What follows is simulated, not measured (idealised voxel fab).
You're looking at the process module voxel transistor to metal.
Square cells of 5 nm make up the cross-section cut, whose width is 295 nm.
A cross-section is written here as square cells arranged in a grid, and it is given in bands from the top down, each band taking up one or more rows of cells. Heights first: top, then bottom, in nm. Then materials, left to right, each with a width in nm. "full width" on a single material: fills the band edge to edge. "empty": empty space. It should be noted that heights are counted from 0, beneath which the wafer as supplied is of one material throughout, and that the lowest band possesses no lower boundary but continues downward, as written in "from 0 down". Graded width ("30..40"): value in top row of band = first number; value in bottom row = second number; row-to-row change constant. A step reported as "same as before" is a step in which no cell of the cross-section changed. Empty spaces counting at least 8 cells and having no open way to the top are listed in "Sealed internal cavities". The notation width x height at distance is used for each, the distance being from the left edge and all three values in nm. Past the settings on a step's line: simulator remark, on that step. The optional step-line setting "overlay nm" applies to steps with a mask and quantifies how far to the right of its planned location the mask lay, a negative value indicating leftward placement.

BELOW IS THE LIST OF PLANNED PROCESS STEPS
1. RECEIVE,material Si
2. CONFORMAL_DEP,material SiO2,thk nm 5
3. CONFORMAL_DEP,material SiN,thk nm 15
4. MASKED_ETCH,tone cover,mask id ACTIVE,width nm 110,pitch nm 130,etch materials SiN,depth nm 15,overlay nm 0
5. MASKED_ETCH,tone cover,mask id ACTIVE,width nm 110,pitch nm 130,etch materials SiO2,depth nm 5,overlay nm 0
6. MASKED_ETCH,tone cover,mask id ACTIVE,width nm 110,pitch nm 130,etch materials Si,depth nm 30,overlay nm 0
7. FILL_DEP,material SiO2,thk nm 10
8. CMP,height nm 20
9. SELECTIVE_ETCH,etch materials SiO2,depth nm 15
10. STRIP,etch materials SiN
11. SELECTIVE_ETCH,etch materials SiO2,depth nm 5
12. OXIDIZE,depth nm 5
13. DIRECTIONAL_DEP,material polySi,thk nm 30
14. DIRECTIONAL_DEP,material SiCN,thk nm 10
15. DIRECTIONAL_DEP,material aC,thk nm 10
16. PATTERN,tone cover,mask id GATE,material resist,width nm 20,pitch nm 130,thk nm 25,overlay nm 0
17. DIRECTIONAL_ETCH,etch materials aC,depth nm 10
18. STRIP,etch materials resist
19. DIRECTIONAL_ETCH,etch materials SiCN,depth nm 20
20. DIRECTIONAL_ETCH,etch materials polySi,depth nm 40
21. STRIP,etch materials aC
22. CONFORMAL_DEP,material SiO2,thk nm 5
23. DIRECTIONAL_ETCH,etch materials SiO2,depth nm 5
24. CONFORMAL_DEP,material SiN,thk nm 5
25. DIRECTIONAL_ETCH,etch materials SiN,depth nm 5
26. DIRECTIONAL_ETCH,etch materials SiO2,depth nm 5
27. EPI,material SiGe,thk nm 5
28. FILL_DEP,material SiO2,thk nm 5
29. CMP,height nm 40
30. DIRECTIONAL_DEP,material SiO2,thk nm 15
31. DIRECTIONAL_DEP,material aC,thk nm 10
32. PATTERN,tone open,mask id CONTACT,material resist,width nm 20,thk nm 30,overlay nm 0
33. DIRECTIONAL_ETCH,etch materials aC,depth nm 10
34. STRIP,etch materials resist
35. DIRECTIONAL_ETCH,etch materials SiO2,depth nm 55
36. STRIP,etch materials aC
37. CONFORMAL_DEP,material TiN,thk nm 5
38. FILL_DEP,material Ru,thk nm 5
39. CMP,height nm 55
40. CONFORMAL_DEP,material SiN,thk nm 5
41. DIRECTIONAL_DEP,material lowk,thk nm 25
42. DIRECTIONAL_DEP,material aC,thk nm 15
43. PATTERN,tone open,mask id METAL_1,material resist,width nm 20,thk nm 35,overlay nm 0
44. DIRECTIONAL_ETCH,etch materials aC,depth nm 15
45. STRIP,etch materials resist
46. DIRECTIONAL_ETCH,etch materials lowk,depth nm 25
47. DIRECTIONAL_ETCH,etch materials SiN,depth nm 5
48. STRIP,etch materials aC
49. CONFORMAL_DEP,material TiN,thk nm 5
50. FILL_DEP,material W,thk nm 10
51. CMP,height nm 85
52. EPI,material Ru,thk nm 5
53. FILL_DEP,material SiCN,thk nm 5
54. DIRECTIONAL_DEP,material SiO2,thk nm 25
55. DIRECTIONAL_DEP,material aC,thk nm 10
56. PATTERN,tone open,mask id METAL_2,material resist,width nm 20,pitch nm 130,thk nm 25,overlay nm 0
57. DIRECTIONAL_ETCH,etch materials aC,depth nm 10
58. STRIP,etch materials resist
59. DIRECTIONAL_ETCH,etch materials SiO2,depth nm 15
60. STRIP,etch materials aC
61. DIRECTIONAL_DEP,material aC,thk nm 10
62. PATTERN,tone open,mask id METAL_2_HOLES,material resist,width nm 15,pitch nm 130,thk nm 25,overlay nm 0
63. DIRECTIONAL_ETCH,etch materials aC,depth nm 10
64. STRIP,etch materials resist
65. DIRECTIONAL_ETCH,etch materials SiO2,depth nm 10
66. DIRECTIONAL_ETCH,etch materials SiCN,depth nm 5
67. STRIP,etch materials aC
68. CONFORMAL_DEP,material TiN,thk nm 5
69. FILL_DEP,material Cu,thk nm 10
70. CMP,height nm 120
71. CONFORMAL_DEP,material SiCN,thk nm 5

CROSS-SECTION, INCOMING MATERIAL, AFTER STEP 1
from 0 down: Si full width
Sealed internal cavities: none

WAFER CROSS-SECTION AT MODULE END: FIRST OF TWO, RUN TO PLAN
from 125 to 120: SiCN full width
from 120 to 110: SiO2=30, TiN=5, Cu=10, TiN=5, SiO2=110, TiN=5, Cu=10, TiN=5, SiO2=115
from 110 to 105: SiO2=30, TiN=5, Cu=5, TiN=10, SiO2=110, TiN=5, Cu=5, TiN=10, SiO2=115
from 105 to 95: SiO2=30, TiN=5, Cu=5, TiN=5, SiO2=115, TiN=5, Cu=5, TiN=5, SiO2=120
from 95 to 90: SiCN=30, TiN=15, SiCN=115, TiN=15, SiCN=120
from 90 to 85: SiCN=25, Ru=30, SiCN=50, Ru=30, SiCN=20, Ru=30, SiCN=50, Ru=30, SiCN=30
from 85 to 60: lowk=30, TiN=5, W=10, TiN=5, lowk=60, TiN=5, W=10, TiN=5, lowk=30, TiN=5, W=10, TiN=5, lowk=60, TiN=5, W=10, TiN=5, lowk=35
from 60 to 55: SiN=30, TiN=20, SiN=60, TiN=20, SiN=30, TiN=20, SiN=60, TiN=20, SiN=35
from 55 to 40: SiO2=30, TiN=5, Ru=10, TiN=5, SiO2=60, TiN=5, Ru=10, TiN=5, SiO2=30, TiN=5, Ru=10, TiN=5, SiO2=60, TiN=5, Ru=10, TiN=5, SiO2=35
from 40 to 30: SiO2=30, TiN=5, Ru=10, TiN=5, SiO2=10, SiN=5, SiO2=5, SiCN=20, SiO2=5, SiN=5, SiO2=10, TiN=5, Ru=10, TiN=5, SiO2=30, TiN=5, Ru=10, TiN=5, SiO2=10, SiN=5, SiO2=5, SiCN=20, SiO2=5, SiN=5, SiO2=10, TiN=5, Ru=10, TiN=5, SiO2=35
from 30 to 5: SiO2=30, TiN=5, Ru=10, TiN=5, SiO2=10, SiN=5, SiO2=5, polySi=20, SiO2=5, SiN=5, SiO2=10, TiN=5, Ru=10, TiN=5, SiO2=30, TiN=5, Ru=10, TiN=5, SiO2=10, SiN=5, SiO2=5, polySi=20, SiO2=5, SiN=5, SiO2=10, TiN=5, Ru=10, TiN=5, SiO2=35
from 5 to 0: SiO2=30, TiN=20, SiO2=10, SiN=5, SiO2=5, polySi=20, SiO2=5, SiN=5, SiO2=10, TiN=20, SiO2=30, TiN=20, SiO2=10, SiN=5, SiO2=5, polySi=20, SiO2=5, SiN=5, SiO2=10, TiN=20, SiO2=35
from 0 to -5: SiO2=20, SiGe=40, SiO2=40, SiGe=40, SiO2=10, SiGe=40, SiO2=40, SiGe=40, SiO2=25
from -5 to -30: SiO2=25, Si=110, SiO2=20, Si=110, SiO2=30
from -30 down: Si full width
Sealed internal cavities: none

CROSS-SECTIONAL VIEW: SECOND OF TWO WAFERS, END OF MODULE; START AND PLAN IDENTICAL TO THE FIRST, ONE MISTAKE IN RUNNING
from 125 to 120: SiCN full width
from 120 to 110: SiO2=30, TiN=5, Cu=10, TiN=5, SiO2=110, TiN=5, Cu=10, TiN=5, SiO2=115
from 110 to 105: SiO2=30, TiN=5, Cu=5, TiN=10, SiO2=110, TiN=5, Cu=5, TiN=10, SiO2=115
from 105 to 95: SiO2=30, TiN=5, Cu=5, TiN=5, SiO2=115, TiN=5, Cu=5, TiN=5, SiO2=120
from 95 to 90: SiCN=30, TiN=15, SiCN=115, TiN=15, SiCN=120
from 90 to 85: SiCN=25, Ru=30, SiCN=50, Ru=30, SiCN=20, Ru=30, SiCN=50, Ru=30, SiCN=30
from 85 to 60: lowk=30, TiN=5, W=10, TiN=5, lowk=60, TiN=5, W=10, TiN=5, lowk=30, TiN=5, W=10, TiN=5, lowk=60, TiN=5, W=10, TiN=5, lowk=35
from 60 to 55: SiN=30, TiN=20, SiN=60, TiN=20, SiN=30, TiN=20, SiN=60, TiN=20, SiN=35
from 55 to 40: SiO2=30, TiN=5, Ru=10, TiN=5, SiO2=60, TiN=5, Ru=10, TiN=5, SiO2=30, TiN=5, Ru=10, TiN=5, SiO2=60, TiN=5, Ru=10, TiN=5, SiO2=35
from 40 to 35: SiO2=30, TiN=5, Ru=10, TiN=5, SiO2=10, SiN=5, SiO2=5, SiCN=20, SiO2=5, SiN=5, SiO2=10, TiN=5, Ru=10, TiN=5, SiO2=30, TiN=5, Ru=10, TiN=5, SiO2=10, SiN=5, SiO2=5, SiCN=20, SiO2=5, SiN=5, SiO2=10, TiN=5, Ru=10, TiN=5, SiO2=35
from 35 to 10: SiO2=30, TiN=5, Ru=10, TiN=5, SiO2=10, SiN=5, SiO2=5, polySi=20, SiO2=5, SiN=5, SiO2=10, TiN=5, Ru=10, TiN=5, SiO2=30, TiN=5, Ru=10, TiN=5, SiO2=10, SiN=5, SiO2=5, polySi=20, SiO2=5, SiN=5, SiO2=10, TiN=5, Ru=10, TiN=5, SiO2=35
from 10 to 5: SiO2=30, TiN=20, SiO2=10, SiN=5, SiO2=5, polySi=20, SiO2=5, SiN=5, SiO2=10, TiN=20, SiO2=30, TiN=20, SiO2=10, SiN=5, SiO2=5, polySi=20, SiO2=5, SiN=5, SiO2=10, TiN=20, SiO2=35
from 5 to 0: SiO2=20, SiN=5, SiO2=5, SiGe=30, SiO2=40, SiGe=30, SiO2=5, SiN=5, SiO2=10, SiN=5, SiO2=5, SiGe=30, SiO2=40, SiGe=30, SiO2=5, SiN=5, SiO2=25
from 0 to -5: SiO2=35, Si=90, SiO2=40, Si=90, SiO2=40
from -5 to -30: SiO2=25, Si=110, SiO2=20, Si=110, SiO2=30
from -30 down: Si full width
Sealed internal cavities: none
Plan not followed: ran 10 and 11 in swapped order versus the plan
The final cell counts differ between the wafers, with the second having more or fewer of some materials than the first: Ru -8; Si +36; SiCN -8; SiGe -8; SiO2 -4; TiN -8
